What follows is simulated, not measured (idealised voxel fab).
voxel fin reveal: a process module
We display cut, a cross-section 220 nm in width whose square cells are each 5 nm.
This document writes a cross-section as a grid whose cells are square, and gives it as bands, listed from the top down; one or more rows of cells form a band.
Band entry format. Leading values: height of top, height of bottom, nm. Remainder: materials in left-to-right order, each with its width in nm. Special words: "edge to edge" on a single material, which then fills the band edge to edge; "blank", empty space.
Height datum 0, below which the as-received substrate wafer is one material. Lowest band open at the bottom, running downward: "top 0, no bottom".
Width spec "30..40" -> top row of cells at first value, bottom row at second value, equal per-row change in between.
Reading "identical to before" for a step: not a cell of the cross-section changed in it.
What "Non-vented voids" gives you is every empty space of 8 cells or more that is cut off from the top. Each appears as width x height at distance, with the distance taken from the left edge and width, height and distance all in nm.
The remark found on a step's line after its settings is issued by the simulator itself and pertains to that step.
Among the settings permitted on a step's line is "overlay nm"; applied to a step with a mask, it specifies the extent to which the mask lay to the right of its planned position, whereas a negative figure signifies a position to the left.
[Set out below are the planned steps of the process]
1: RECEIVE, material Si
2: CONFORMAL_DEP, material SiN, thk nm 10
3: MASKED_ETCH, tone cover, mask id FINS, width nm 15, pitch nm 40, etch materials SiN, depth nm 10, overlay nm 0
4: MASKED_ETCH, tone cover, mask id FINS, width nm 15, pitch nm 40, etch materials Si, depth nm 40, overlay nm 0
5: OXIDIZE, depth nm 5
6: FILL_DEP, material SiO2, thk nm 5
7: CMP, height nm 10
8: SELECTIVE_ETCH, etch materials SiO2, depth nm 40
9: STRIP, etch materials SiN
[as received, after step 1]
    top 0, no bottom  Si edge to edge
    Non-vented voids: none
[Cross-sectional view of the first of the two wafers upon completion of the module, processed in accordance with the plan]
    top 0, bottom -30  45 nm blank, 5 nm Si, 35 nm blank, 5 nm Si, 35 nm blank, 5 nm Si, 35 nm blank, 5 nm Si, 50 nm blank
    top -30, bottom -45  45 nm SiO2, 5 nm Si, 35 nm SiO2, 5 nm Si, 35 nm SiO2, 5 nm Si, 35 nm SiO2, 5 nm Si, 50 nm SiO2
    top -45, no bottom  Si edge to edge
    Non-vented voids: none
[End of module, second wafer, cross-section. Started like the first, planned like the first, run with one mistake]
    top 0, bottom -5  45 nm blank, 5 nm Si, 35 nm blank, 5 nm Si, 35 nm blank, 5 nm Si, 35 nm blank, 5 nm Si, 50 nm blank
    top -5, bottom -30  35 nm blank, 15 nm Si, 25 nm blank, 15 nm Si, 25 nm blank, 15 nm Si, 25 nm blank, 15 nm Si, 50 nm blank
    top -30, bottom -45  35 nm SiO2, 15 nm Si, 25 nm SiO2, 15 nm Si, 25 nm SiO2, 15 nm Si, 25 nm SiO2, 15 nm Si, 50 nm SiO2
    top -45, no bottom  Si edge to edge
    Non-vented voids: none
Against the plan, the run slipped here: not per plan at step 4, really ran MASKED_ETCH, tone cover, mask id FINS, width nm 15, pitch nm 40, etch materials Si, depth nm 40, overlay nm -10
Final tally in cells, some materials are higher or lower on the second wafer than on the first: 64 more of Si, 24 fewer of SiO2
